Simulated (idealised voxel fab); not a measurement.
Proc. module: voxel spacer lines
cross-section cut | 280 nm wide | cells 5 nm
We lay out every cross-section as a grid of square cells and spell it out in bands from the top down, where one band means one or more rows of cells.
In this notation a band is specified by the heights of its top and bottom, in that order and in nm, after which its materials appear from left to right, each paired with its width in nm. The word "everywhere" attached to a single material means that material fills the band from edge to edge; the word "empty" stands for empty space.
It should be noted that heights are counted from 0, beneath which the wafer as supplied is of one material throughout, and that the lowest band possesses no lower boundary but continues downward, as written in "top 0, no bottom".
With a width like "30 to 40", each row of cells in the band differs from the next by the same amount, the top row carrying the first number and the bottom row the second.
Where a step carries "nothing was modified", the cross-section came out of it unchanged, cell for cell.
Entry "Enclosed void list". Content: empty spaces with no open connection to the top, size 8 cells or greater. Each: width x height at distance. Distance: from left edge. Unit: nm.
Whatever follows a step's settings on its line is a remark the simulator itself makes about that step.
overlay nm: mask right of planned place by this much (step with mask). Neg. = left.

Planned process steps:
1. RECEIVE | material Si
2. CONFORMAL_DEP | material Al2O3 | thk nm 5
3. DIRECTIONAL_DEP | material polySi | thk nm 10
4. DIRECTIONAL_DEP | material aC | thk nm 20
5. PATTERN | tone cover | mask id MANDREL | material resist | width nm 15 | pitch nm 60 | thk nm 30 | overlay nm 0
6. DIRECTIONAL_ETCH | etch materials aC | depth nm 20
7. STRIP | etch materials resist
8. CONFORMAL_DEP | material SiO2 | thk nm 15
9. DIRECTIONAL_ETCH | etch materials SiO2 | depth nm 15
10. STRIP | etch materials aC
11. DIRECTIONAL_ETCH | etch materials polySi | depth nm 10
12. STRIP | etch materials SiO2

Received-state cross-section, reflecting completion of step 1:
top 0, no bottom: Si everywhere
Enclosed void list: none

First of two wafers, end-of-module section, run followed plan:
top 15, bottom 5: 55 nm empty / 15 nm polySi / 15 nm empty / 15 nm polySi / 15 nm empty / 15 nm polySi / 15 nm empty / 15 nm polySi / 15 nm empty / 15 nm polySi / 15 nm empty / 15 nm polySi / 60 nm empty
top 5, bottom 0: Al2O3 everywhere
top 0, no bottom: Si everywhere
Enclosed void list: none

Cross-section at end of module for the second wafer of two, which matched the first in starting point and plan and differed by one mistake in its processing:
top 10, bottom 0: 55 nm empty / 15 nm polySi / 15 nm empty / 15 nm polySi / 15 nm empty / 15 nm polySi / 15 nm empty / 15 nm polySi / 15 nm empty / 15 nm polySi / 15 nm empty / 15 nm polySi / 60 nm empty
top 0, no bottom: Si everywhere
Enclosed void list: none
Short version of what went wrong: step 2 of the plan was jumped over and never run
Looking at both finished wafers in cells, the second ends up ahead of or behind the first on some materials: 56 fewer of Al2O3
